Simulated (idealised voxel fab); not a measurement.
voxel ribs on slabs: a process module
Cross-section cut spans 140 nm and uses square cells 5 nm in size.
A cross-section is written here as square cells arranged in a grid, and it is given in bands from the top down, each band taking up one or more rows of cells.
The entry gives the band's vertical extent as a top height and a bottom height in nm, then its horizontal make-up as materials from left to right, each with a width in nm. "air" stands for empty space; a single material marked "full width" fills the band edge to edge.
We count height from 0. Below that, the starting wafer is all one material. The lowest band never ends at the bottom but goes on down; see "z 0 and below" for how that is written.
Width spec "30..40" -> top row of cells at first value, bottom row at second value, equal per-row change in between.
"no alteration", as given for a step, is the statement that not any cell of the cross-section underwent a change during that step.
The entry titled "Fully closed voids" provides the empty spaces that have no open way to the top, restricted to those of 8 cells or more. Each is presented as width x height at distance, the distance being measured from the left edge, with all three in nm.
Anything after a step's settings on that line? It's the simulator's own note about the step.
overlay nm: where the mask lay relative to plan, measured to the right, on steps with a mask; negatives go left.
Set out below are the planned steps of the process
1: RECEIVE with material Si
2: DIRECTIONAL_DEP with material SiO2, thk nm 30
3: DIRECTIONAL_DEP with material SiN, thk nm 20
4: DIRECTIONAL_DEP with material aC, thk nm 15
5: PATTERN with tone cover, mask id RIB, material resist, width nm 20, thk nm 35, overlay nm 0
6: DIRECTIONAL_ETCH with etch materials aC, depth nm 15
7: STRIP with etch materials resist
8: DIRECTIONAL_ETCH with etch materials SiN, depth nm 10
9: STRIP with etch materials aC
10: DIRECTIONAL_DEP with material aC, thk nm 15
11: PATTERN with tone cover, mask id SLAB, material resist, width nm 50, thk nm 35, overlay nm 0
12: DIRECTIONAL_ETCH with etch materials aC, depth nm 15
13: STRIP with etch materials resist
14: DIRECTIONAL_ETCH with etch materials SiN, depth nm 10
15: STRIP with etch materials aC
16: FILL_DEP with material SiO2, thk nm 25
17: CMP with height nm 65
18: DIRECTIONAL_DEP with material TiN, thk nm 5
19: DIRECTIONAL_DEP with material aC, thk nm 10
20: PATTERN with tone cover, mask id HEATER, material resist, width nm 30, thk nm 25, overlay nm 0
21: DIRECTIONAL_ETCH with etch materials aC, depth nm 10
22: STRIP with etch materials resist
23: DIRECTIONAL_ETCH with etch materials TiN, depth nm 5
24: STRIP with etch materials aC
25: CONFORMAL_DEP with material SiN, thk nm 10
First of two wafers: run as planned
Incoming wafer in cross-section (state: after step 1)
- z 0 and below = Si full width
- Fully closed voids: none
State of the wafer after step 2, shown in cross-section
- z 30 to 0 = SiO2 full width
- below 0: unchanged
State of the wafer after step 3, shown in cross-section
- z 50 to 30 = SiN full width
- below 30: unchanged
State of the wafer after step 4, shown in cross-section
- z 65 to 50 = aC full width
- below 50: unchanged
State of the wafer after step 5, shown in cross-section
- z 100 to 65 = air: 60; resist: 20; air: 60
- below 65: unchanged
State of the wafer after step 6, shown in cross-section
- z 85 to 65 = air: 60; resist: 20; air: 60
- z 65 to 50 = air: 60; aC: 20; air: 60
- below 50: unchanged
State of the wafer after step 7, shown in cross-section
- z 65 to 50 = air: 60; aC: 20; air: 60
- below 50: unchanged
State of the wafer after step 8, shown in cross-section
- z 65 to 50 = air: 60; aC: 20; air: 60
- z 50 to 40 = air: 60; SiN: 20; air: 60
- below 40: unchanged
State of the wafer after step 9, shown in cross-section
- z 50 to 40 = air: 60; SiN: 20; air: 60
- below 40: unchanged
State of the wafer after step 10, shown in cross-section
- z 65 to 55 = air: 60; aC: 20; air: 60
- z 55 to 50 = aC full width
- z 50 to 40 = aC: 60; SiN: 20; aC: 60
- below 40: unchanged
State of the wafer after step 11, shown in cross-section
- z 100 to 65 = air: 45; resist: 50; air: 45
- z 65 to 55 = air: 45; resist: 15; aC: 20; resist: 15; air: 45
- below 55: unchanged
State of the wafer after step 12, shown in cross-section
- z 85 to 65 = air: 45; resist: 50; air: 45
- z 65 to 55 = air: 45; resist: 15; aC: 20; resist: 15; air: 45
- z 55 to 50 = air: 45; aC: 50; air: 45
- z 50 to 40 = air: 45; aC: 15; SiN: 20; aC: 15; air: 45
- below 40: unchanged
State of the wafer after step 13, shown in cross-section
- z 65 to 55 = air: 60; aC: 20; air: 60
- below 55: unchanged
State of the wafer after step 14, shown in cross-section
- z 65 to 55 = air: 60; aC: 20; air: 60
- z 55 to 50 = air: 45; aC: 50; air: 45
- z 50 to 40 = air: 45; aC: 15; SiN: 20; aC: 15; air: 45
- z 40 to 30 = air: 45; SiN: 50; air: 45
- below 30: unchanged
State of the wafer after step 15, shown in cross-section
- z 50 to 40 = air: 60; SiN: 20; air: 60
- below 40: unchanged
State of the wafer after step 16, shown in cross-section
- z 75 to 50 = SiO2 full width
- z 50 to 40 = SiO2: 60; SiN: 20; SiO2: 60
- z 40 to 30 = SiO2: 45; SiN: 50; SiO2: 45
- below 30: unchanged
State of the wafer after step 17, shown in cross-section
- z 65 to 50 = SiO2 full width
- below 50: unchanged
State of the wafer after step 18, shown in cross-section
- z 70 to 65 = TiN full width
- below 65: unchanged
State of the wafer after step 19, shown in cross-section
- z 80 to 70 = aC full width
- below 70: unchanged
State of the wafer after step 20, shown in cross-section
- z 105 to 80 = air: 55; resist: 30; air: 55
- below 80: unchanged
State of the wafer after step 21, shown in cross-section
- z 95 to 80 = air: 55; resist: 30; air: 55
- z 80 to 70 = air: 55; aC: 30; air: 55
- below 70: unchanged
State of the wafer after step 22, shown in cross-section
- z 80 to 70 = air: 55; aC: 30; air: 55
- below 70: unchanged
State of the wafer after step 23, shown in cross-section
- z 80 to 70 = air: 55; aC: 30; air: 55
- z 70 to 65 = air: 55; TiN: 30; air: 55
- below 65: unchanged
State of the wafer after step 24, shown in cross-section
- z 70 to 65 = air: 55; TiN: 30; air: 55
- below 65: unchanged
State of the wafer after step 25, shown in cross-section
- z 80 to 75 = air: 45; SiN: 50; air: 45
- z 75 to 70 = SiN full width
- z 70 to 65 = SiN: 55; TiN: 30; SiN: 55
- below 65: unchanged
Second wafer: same start and same plan as the first, one execution error; identical to the first through step 10
Cross-sectional view of the second wafer at the intended end time of process step 11
- z 100 to 65 = air: 40; resist: 60; air: 40
- z 65 to 55 = air: 40; resist: 20; aC: 20; resist: 20; air: 40
- below 55: unchanged
Cross-sectional view of the second wafer at the intended end time of process step 12
- z 85 to 65 = air: 40; resist: 60; air: 40
- z 65 to 55 = air: 40; resist: 20; aC: 20; resist: 20; air: 40
- z 55 to 50 = air: 40; aC: 60; air: 40
- z 50 to 40 = air: 40; aC: 20; SiN: 20; aC: 20; air: 40
- below 40: unchanged
Cross-sectional view of the second wafer at the intended end time of process step 13
- z 65 to 55 = air: 60; aC: 20; air: 60
- below 55: unchanged
Cross-sectional view of the second wafer at the intended end time of process step 14
- z 65 to 55 = air: 60; aC: 20; air: 60
- z 55 to 50 = air: 40; aC: 60; air: 40
- z 50 to 40 = air: 40; aC: 20; SiN: 20; aC: 20; air: 40
- z 40 to 30 = air: 40; SiN: 60; air: 40
- below 30: unchanged
Cross-sectional view of the second wafer at the intended end time of process step 15
- z 50 to 40 = air: 60; SiN: 20; air: 60
- below 40: unchanged
Cross-sectional view of the second wafer at the intended end time of process step 16
- z 75 to 50 = SiO2 full width
- z 50 to 40 = SiO2: 60; SiN: 20; SiO2: 60
- z 40 to 30 = SiO2: 40; SiN: 60; SiO2: 40
- below 30: unchanged
Cross-sectional view of the second wafer at the intended end time of process step 17
- z 65 to 50 = SiO2 full width
- below 50: unchanged
Cross-sectional view of the second wafer at the intended end time of process step 18
- z 70 to 65 = TiN full width
- below 65: unchanged
Cross-sectional view of the second wafer at the intended end time of process step 19
- z 80 to 70 = aC full width
- below 70: unchanged
Cross-sectional view of the second wafer at the intended end time of process step 20
- z 105 to 80 = air: 55; resist: 30; air: 55
- below 80: unchanged
Cross-sectional view of the second wafer at the intended end time of process step 21
- z 95 to 80 = air: 55; resist: 30; air: 55
- z 80 to 70 = air: 55; aC: 30; air: 55
- below 70: unchanged
Cross-sectional view of the second wafer at the intended end time of process step 22
- z 80 to 70 = air: 55; aC: 30; air: 55
- below 70: unchanged
Cross-sectional view of the second wafer at the intended end time of process step 23
- z 80 to 70 = air: 55; aC: 30; air: 55
- z 70 to 65 = air: 55; TiN: 30; air: 55
- below 65: unchanged
Cross-sectional view of the second wafer at the intended end time of process step 24
- z 70 to 65 = air: 55; TiN: 30; air: 55
- below 65: unchanged
Cross-sectional view of the second wafer at the intended end time of process step 25
- z 80 to 75 = air: 45; SiN: 50; air: 45
- z 75 to 70 = SiN full width
- z 70 to 65 = SiN: 55; TiN: 30; SiN: 55
- below 65: unchanged
Deviation from plan: step 11 did not use the planned setting and instead ran as PATTERN with tone cover, mask id SLAB, material resist, width nm 60, thk nm 35, overlay nm 0
Materials where the second wafer ends with more or fewer cells than the first: SiN: 4 more, SiO2: 4 fewer
